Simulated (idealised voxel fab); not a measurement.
process module | voxel trench capacitor
cross-section cut | 205 nm wide | cells 5 nm
A cross-section is a grid of square cells, given in bands from the top down. A band is one or more rows of cells.
Each band's line starts with the height of the band's top and of its bottom, in nm. Then come its materials from left to right, each with its width in nm. One material with "throughout" fills the band from edge to edge. "air" is empty space.
Height 0 is the level under which the wafer as received is all one material. The lowest band goes on downwards, as in "0 down".
A width such as "30 to 40" changes by the same amount from each row of cells to the next, from the band's top row to its bottom row.
"no change" after a step means that no cell of the cross-section changed.
closed voids: empty space of 8 cells or more with no open way to the top, each as width x height at its distance from the left edge, in nm
after a step's settings: what the simulator itself notes on the step
overlay nm, on a step with a mask: how far to the right of its planned place the mask lay; to the left if negative
plan
1 op RECEIVE | material Si
2 op CONFORMAL_DEP | material SiN | thk nm 10
3 op DIRECTIONAL_DEP | material aC | thk nm 10
4 op PATTERN | tone open | mask id TRENCH | material resist | width nm 15 | pitch nm 45 | thk nm 25 | overlay nm 0
5 op DIRECTIONAL_ETCH | etch materials aC | depth nm 10
6 op STRIP | etch materials resist
7 op DIRECTIONAL_ETCH | etch materials SiN | depth nm 10
8 op DIRECTIONAL_ETCH | etch materials Si | depth nm 40
9 op STRIP | etch materials aC
10 op CONFORMAL_DEP | material Al2O3 | thk nm 5
11 op FILL_DEP | material polySi | thk nm 5
12 op CMP | height nm 10
as received, after step 1
  0 down: Si throughout
  closed voids: none
a wafer at the end: this start, this plan, one mistake
  10 to 0: SiN 45 | Al2O3 5 | polySi 15 | Al2O3 5 | SiN 20 | Al2O3 5 | polySi 15 | Al2O3 5 | SiN 20 | Al2O3 5 | polySi 15 | Al2O3 5 | SiN 45
  0 to -35: Si 45 | Al2O3 5 | polySi 15 | Al2O3 5 | Si 20 | Al2O3 5 | polySi 15 | Al2O3 5 | Si 20 | Al2O3 5 | polySi 15 | Al2O3 5 | Si 45
  -35 to -40: Si 45 | Al2O3 25 | Si 20 | Al2O3 25 | Si 20 | Al2O3 25 | Si 45
  -40 down: Si throughout
  closed voids: none
what went wrong: step 4 ran as: op PATTERN | tone open | mask id TRENCH | material resist | width nm 25 | pitch nm 45 | thk nm 25 | overlay nm 0
